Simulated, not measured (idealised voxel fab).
process module | voxel capacitor over wiring
cross-section cut | 300 nm wide | cells 5 nm
A cross-section is a grid of square cells, given in bands from the top down. A band is one or more rows of cells.
Each band's line starts with the height of the band's top and of its bottom, in nm. Then come its materials from left to right, each with its width in nm. One material with "throughout" fills the band from edge to edge. "air" is empty space.
Height 0 is the level under which the wafer as received is all one material. The lowest band goes on downwards, as in "0 down".
A width such as "30 to 40" changes by the same amount from each row of cells to the next, from the band's top row to its bottom row.
"no change" after a step means that no cell of the cross-section changed.
closed voids: empty space of 8 cells or more with no open way to the top, each as width x height at its distance from the left edge, in nm
after a step's settings: what the simulator itself notes on the step
overlay nm, on a step with a mask: how far to the right of its planned place the mask lay; to the left if negative
plan
1 op RECEIVE | material Si
2 op CONFORMAL_DEP | material SiO2 | thk nm 15
3 op CONFORMAL_DEP | material SiCN | thk nm 5
4 op DIRECTIONAL_DEP | material SiO2 | thk nm 20
5 op DIRECTIONAL_DEP | material aC | thk nm 15
6 op PATTERN | tone open | mask id METAL_1 | material resist | width nm 25 | pitch nm 80 | thk nm 30 | overlay nm 0
7 op DIRECTIONAL_ETCH | etch materials aC | depth nm 15
8 op STRIP | etch materials resist
9 op DIRECTIONAL_ETCH | etch materials SiO2 | depth nm 20
10 op DIRECTIONAL_ETCH | etch materials SiCN | depth nm 5
11 op STRIP | etch materials aC
12 op CONFORMAL_DEP | material TiN | thk nm 5
13 op FILL_DEP | material W | thk nm 5
14 op CMP | height nm 40
15 op CONFORMAL_DEP | material SiCN | thk nm 5
16 op DIRECTIONAL_DEP | material SiO2 | thk nm 10
17 op PATTERN | tone open | mask id PLUG_1 | material resist | width nm 15 | thk nm 20 | overlay nm 0
18 op DIRECTIONAL_ETCH | etch materials SiO2 | depth nm 10
19 op DIRECTIONAL_ETCH | etch materials SiCN | depth nm 5
20 op STRIP | etch materials resist
21 op CONFORMAL_DEP | material TiN | thk nm 5
22 op FILL_DEP | material Ru | thk nm 10
23 op CMP | height nm 55
24 op DIRECTIONAL_DEP | material TiN | thk nm 5
25 op DIRECTIONAL_DEP | material HfO2 | thk nm 5
26 op DIRECTIONAL_DEP | material TiN | thk nm 5
27 op MASKED_ETCH | tone cover | mask id UPPER_PLATE | width nm 60 | etch materials TiN | depth nm 5 | overlay nm 0
28 op MASKED_ETCH | tone cover | mask id UPPER_PLATE | width nm 60 | etch materials HfO2 | depth nm 5 | overlay nm 0
29 op MASKED_ETCH | tone cover | mask id LOWER_PLATE | width nm 70 | etch materials TiN | depth nm 5 | overlay nm 0
30 op FILL_DEP | material SiO2 | thk nm 20
31 op CMP | height nm 85
32 op MASKED_ETCH | tone open | mask id PLUG_2 | width nm 15 | etch materials SiO2 | depth nm 15 | overlay nm 0
33 op CONFORMAL_DEP | material TiN | thk nm 5
34 op FILL_DEP | material Ru | thk nm 5
35 op CMP | height nm 85
36 op CONFORMAL_DEP | material SiCN | thk nm 5
as received, after step 1
  0 down: Si throughout
  closed voids: none
first wafer at the end, as planned
  90 to 85: SiCN throughout
  85 to 75: SiO2 115 | TiN 5 | Ru 5 | TiN 5 | SiO2 170
  75 to 65: SiO2 115 to 105 | TiN 15 to 60 | SiO2 170 to 135
  65 to 60: SiO2 105 | HfO2 60 | SiO2 135
  60 to 55: SiO2 100 | TiN 70 | SiO2 130
  55 to 45: SiO2 105 | TiN 5 | Ru 5 | TiN 5 | SiO2 180
  45 to 40: SiCN 105 | TiN 15 | SiCN 180
  40 to 20: SiO2 95 | TiN 5 | W 15 | TiN 5 | SiO2 55 | TiN 5 | W 15 | TiN 5 | SiO2 100
  20 to 15: SiCN 95 | TiN 25 | SiCN 55 | TiN 25 | SiCN 100
  15 to 0: SiO2 throughout
  0 down: Si throughout
  closed voids: none
second wafer at the end: like start, like plan, one mistake
  90 to 85: SiCN throughout
  85 to 75: SiO2 115 | TiN 5 | Ru 5 | TiN 5 | SiO2 170
  75 to 65: SiO2 115 to 110 | TiN 15 to 55 | SiO2 170 to 135
  65 to 60: SiO2 105 | HfO2 60 | SiO2 135
  60 to 55: SiO2 100 | TiN 70 | SiO2 130
  55 to 45: SiO2 105 | TiN 5 | Ru 5 | TiN 5 | SiO2 180
  45 to 40: SiCN 105 | TiN 15 | SiCN 180
  40 to 20: SiO2 95 | TiN 5 | W 15 | TiN 5 | SiO2 55 | TiN 5 | W 15 | TiN 5 | SiO2 100
  20 to 15: SiCN 95 | TiN 25 | SiCN 55 | TiN 25 | SiCN 100
  15 to 0: SiO2 throughout
  0 down: Si throughout
  closed voids: none
what went wrong: step 27 ran as: op MASKED_ETCH | tone cover | mask id UPPER_PLATE | width nm 55 | etch materials TiN | depth nm 5 | overlay nm 0
at the end the second wafer has, in cells: 1 more of SiO2 | 1 fewer of TiN
